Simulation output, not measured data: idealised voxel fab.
The following is a process module called voxel self aligned vias.
FYI the section here is cut, 175 nm wide, cells are 5 nm squares.
Throughout this document, each cross-section is represented as a grid of square cells and is presented as a sequence of bands enumerated from the top downward, where a band comprises one or more rows of cells.
For a band, the entry starts with two heights in nm, that of the top and then that of the bottom, and carries on with the band's materials in order from left to right, each alongside its width in nm; the word "all across" beside a single material means it fills the band edge to edge, and "blank" means empty space.
For the purposes of this specification, 0 denotes the height below which the wafer in its as-received condition is composed wholly of one material, and the lowermost band, lacking a lower limit, extends downward without end, as expressed in "0 and below".
Note: "30->40" means the width goes from the first number (top row of the band) to the second number (bottom row) in equal steps per row of cells.
For the purposes of this document, the phrase "nothing changed" attached to a step denotes that no cell within the cross-section was modified by that step.
The entry titled "Closed internal voids" provides the empty spaces that have no open way to the top, restricted to those of 8 cells or more. Each is presented as width x height at distance, the distance being measured from the left edge, with all three in nm.
Read whatever lies past the settings on a step's line as the simulator's own remark about the step.
If you see "overlay nm" on a step's line and that step has a mask, it's telling you how far right of where it was planned the mask ended up; a negative number means it went left instead.
## Process steps foreseen in the plan
1: RECEIVE, material Si
2: CONFORMAL_DEP, material SiO2, thk nm 10
3: CONFORMAL_DEP, material SiCN, thk nm 5
4: DIRECTIONAL_DEP, material lowk, thk nm 25
5: MASKED_ETCH, tone open, mask id LINES, width nm 30, pitch nm 75, etch materials lowk, depth nm 25, overlay nm 0
6: CONFORMAL_DEP, material TiN, thk nm 5
7: FILL_DEP, material Ru, thk nm 10
8: CMP, height nm 40
9: SELECTIVE_ETCH, etch materials W Ru TiN, depth nm 10
10: FILL_DEP, material SiN, thk nm 10
11: CMP, height nm 40
12: DIRECTIONAL_DEP, material lowk, thk nm 20
13: MASKED_ETCH, tone open, mask id VIAS, width nm 50, etch materials lowk, depth nm 20, overlay nm 0
14: MASKED_ETCH, tone open, mask id VIAS, width nm 50, etch materials SiN, depth nm 10, overlay nm 0
15: CONFORMAL_DEP, material TiN, thk nm 5
16: FILL_DEP, material Cu, thk nm 5
17: CMP, height nm 60
18: CONFORMAL_DEP, material SiN, thk nm 5
## Cross-section of the wafer at receipt, which is the condition after step 1
0 and below = Si all across
Closed internal voids: none
## Looking at the first of two wafers in cross-section at end of module - ran to plan
65 down to 60 = SiN all across
60 down to 45 = lowk (25) / TiN (5) / Cu (40) / TiN (5) / lowk (100)
45 down to 40 = lowk (25) / TiN (15) / Cu (20) / TiN (15) / lowk (100)
40 down to 35 = lowk (35) / TiN (5) / Cu (20) / TiN (5) / lowk (45) / SiN (30) / lowk (35)
35 down to 30 = lowk (35) / TiN (30) / lowk (45) / SiN (30) / lowk (35)
30 down to 20 = lowk (35) / TiN (5) / Ru (20) / TiN (5) / lowk (45) / TiN (5) / Ru (20) / TiN (5) / lowk (35)
20 down to 15 = lowk (35) / TiN (30) / lowk (45) / TiN (30) / lowk (35)
15 down to 10 = SiCN all across
10 down to 0 = SiO2 all across
0 and below = Si all across
Closed internal voids: none
## Cross-section, wafer two of two, end of module: same start and plan as wafer one, one error in execution
65 down to 60 = SiN all across
60 down to 40 = lowk (25) / TiN (5) / Cu (40) / TiN (5) / lowk (100)
40 down to 35 = SiN (25) / TiN (5) / Cu (40) / TiN (5) / SiN (100)
35 down to 30 = SiN (25) / TiN (50) / SiN (100)
30 down to 10 = lowk (35) / TiN (5) / Ru (20) / TiN (5) / lowk (45) / TiN (5) / Ru (20) / TiN (5) / lowk (35)
10 down to 5 = lowk (35) / TiN (30) / lowk (45) / TiN (30) / lowk (35)
5 down to 0 = SiCN all across
0 and below = Si all across
Closed internal voids: none
Short version of what went wrong: plan step 2: skipped, not run
In the final state, the cell counts of the second wafer exceed or fall short of those of the first for the following materials: +8 Cu, +16 Ru, +38 SiN, -70 SiO2, +8 TiN
